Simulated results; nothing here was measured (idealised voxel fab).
Process module in this document: voxel transistor to metal
The cross-section shown here is cut; it is 170 nm wide and divided into square cells measuring 5 nm on a side.
How to read a cross-section here: the picture is a grid of square cells, written as bands going from the top down, and any band can span one or more rows of cells.
Read a band's entry like this: the first values are the height of its top and the height of its bottom in nm, and what follows is the sequence of materials from left to right, each with its width in nm. Note that "air" is empty space, and that a single material marked "throughout" reaches across the band from edge to edge.
Below 0: as-received wafer, all one material; heights counted from there. Lowest band: no bottom, goes on down, written "top 0, no bottom".
Think of "30..40" as a width that walks from the first number to the second as you go down the band, top row to bottom row, taking equal-sized steps from row to row.
"everything unchanged" -> step changed no cross-section cell.
"Trapped voids" - sealed voids, min. 8 cells, no opening to top; format: width x height at distance (distance from left edge; nm throughout).
Whatever follows a step's settings on its line is a remark the simulator itself makes about that step.
"overlay nm" denotes, for a step that has a mask, the displacement of the mask to the right of its planned place, with negative values corresponding to the left.

[Below is the list of planned process steps]
- 1: RECEIVE (material Si)
- 2: CONFORMAL_DEP (material SiO2; thk nm 5)
- 3: CONFORMAL_DEP (material SiN; thk nm 15)
- 4: DIRECTIONAL_DEP (material aC; thk nm 10)
- 5: PATTERN (tone cover; mask id ACTIVE; material resist; width nm 130; thk nm 30; overlay nm 0)
- 6: DIRECTIONAL_ETCH (etch materials aC; depth nm 10)
- 7: STRIP (etch materials resist)
- 8: DIRECTIONAL_ETCH (etch materials SiN; depth nm 15)
- 9: DIRECTIONAL_ETCH (etch materials SiO2; depth nm 5)
- 10: DIRECTIONAL_ETCH (etch materials Si; depth nm 30)
- 11: STRIP (etch materials aC)
- 12: OXIDIZE (depth nm 5)
- 13: FILL_DEP (material SiO2; thk nm 5)
- 14: CMP (height nm 20)
- 15: SELECTIVE_ETCH (etch materials SiO2; depth nm 5)
- 16: STRIP (etch materials SiN)
- 17: SELECTIVE_ETCH (etch materials SiO2; depth nm 5)
- 18: OXIDIZE (depth nm 5)
- 19: DIRECTIONAL_DEP (material polySi; thk nm 30)
- 20: DIRECTIONAL_DEP (material SiCN; thk nm 10)
- 21: MASKED_ETCH (tone cover; mask id GATE; width nm 20; etch materials SiCN; depth nm 20; overlay nm 0)
- 22: MASKED_ETCH (tone cover; mask id GATE; width nm 30; etch materials polySi; depth nm 40; overlay nm 0)
- 23: CONFORMAL_DEP (material SiO2; thk nm 5)
- 24: DIRECTIONAL_ETCH (etch materials SiO2; depth nm 5)
- 25: CONFORMAL_DEP (material SiN; thk nm 10)
- 26: DIRECTIONAL_ETCH (etch materials SiN; depth nm 10)
- 27: DIRECTIONAL_ETCH (etch materials SiO2; depth nm 5)
- 28: EPI (material pSi; thk nm 5)
- 29: FILL_DEP (material SiO2; thk nm 10)
- 30: CMP (height nm 30)
- 31: STRIP (etch materials polySi)
- 32: SELECTIVE_ETCH (etch materials SiO2; depth nm 5)
- 33: CONFORMAL_DEP (material HfO2; thk nm 5)
- 34: CONFORMAL_DEP (material TiN; thk nm 5)
- 35: FILL_DEP (material W; thk nm 10)
- 36: CMP (height nm 25)
- 37: DIRECTIONAL_DEP (material SiO2; thk nm 15)
- 38: MASKED_ETCH (tone open; mask id CONTACT; width nm 20; pitch nm 90; etch materials SiO2; depth nm 40; overlay nm 0)
- 39: CONFORMAL_DEP (material TiN; thk nm 5)
- 40: FILL_DEP (material Ru; thk nm 5)
- 41: CMP (height nm 40)
- 42: CONFORMAL_DEP (material SiN; thk nm 5)
- 43: DIRECTIONAL_DEP (material lowk; thk nm 15)
- 44: PATTERN (tone open; mask id METAL_1; material resist; width nm 20; pitch nm 90; thk nm 20; overlay nm 0)
- 45: DIRECTIONAL_ETCH (etch materials lowk; depth nm 15)
- 46: DIRECTIONAL_ETCH (etch materials SiN; depth nm 5)
- 47: STRIP (etch materials resist)
- 48: CONFORMAL_DEP (material TiN; thk nm 5)
- 49: FILL_DEP (material Cu; thk nm 5)
- 50: CMP (height nm 60)
- 51: CONFORMAL_DEP (material SiCN; thk nm 5)
- 52: DIRECTIONAL_DEP (material SiO2; thk nm 30)
- 53: PATTERN (tone open; mask id METAL_2; material resist; width nm 20; pitch nm 90; thk nm 20; overlay nm 0)
- 54: DIRECTIONAL_ETCH (etch materials SiO2; depth nm 20)
- 55: STRIP (etch materials resist)
- 56: DIRECTIONAL_DEP (material aC; thk nm 10)
- 57: PATTERN (tone open; mask id METAL_2_HOLES; material resist; width nm 15; pitch nm 90; thk nm 30; overlay nm 0)
- 58: DIRECTIONAL_ETCH (etch materials aC; depth nm 10)
- 59: STRIP (etch materials resist)
- 60: DIRECTIONAL_ETCH (etch materials SiO2; depth nm 10)
- 61: DIRECTIONAL_ETCH (etch materials SiCN; depth nm 5)
- 62: STRIP (etch materials aC)
- 63: CONFORMAL_DEP (material TiN; thk nm 5)
- 64: FILL_DEP (material Cu; thk nm 10)
- 65: CMP (height nm 95)
- 66: CONFORMAL_DEP (material SiCN; thk nm 5)
The wafers are alike at the start. At step 21, their width nm differs. The plan lists the first wafer's value.

[Received condition of the first of several wafers, sectioned: post-step 1]
- top 0, no bottom: Si throughout
- Trapped voids: none

[Per wafer (row), end of module: delta in cells per material since receipt, (+) for gained, (-) for lost; closed voids after that]
width nm 20, +30 Cu, +18 HfO2, +28 Ru, -94 Si, +62 SiCN, +54 SiN, +376 SiO2, +102 TiN, +16 W, +78 lowk, +10 pSi, Trapped voids: none
width nm 25, +30 Cu, +18 HfO2, +28 Ru, -94 Si, +62 SiCN, +54 SiN, +376 SiO2, +102 TiN, +16 W, +78 lowk, +10 pSi, Trapped voids: none
width nm 30, +30 Cu, +18 HfO2, +28 Ru, -94 Si, +62 SiCN, +54 SiN, +376 SiO2, +102 TiN, +16 W, +78 lowk, +10 pSi, Trapped voids: none
width nm 35, +30 Cu, +19 HfO2, +28 Ru, -94 Si, +62 SiCN, +54 SiN, +371 SiO2, +103 TiN, +20 W, +78 lowk, +9 pSi, Trapped voids: none
width nm 40, +30 Cu, +20 HfO2, +28 Ru, -94 Si, +62 SiCN, +54 SiN, +366 SiO2, +104 TiN, +24 W, +78 lowk, +8 pSi, Trapped voids: none
width nm 45, +30 Cu, +21 HfO2, +23 Ru, -94 Si, +62 SiCN, +54 SiN, +366 SiO2, +105 TiN, +28 W, +78 lowk, +7 pSi, Trapped voids: none
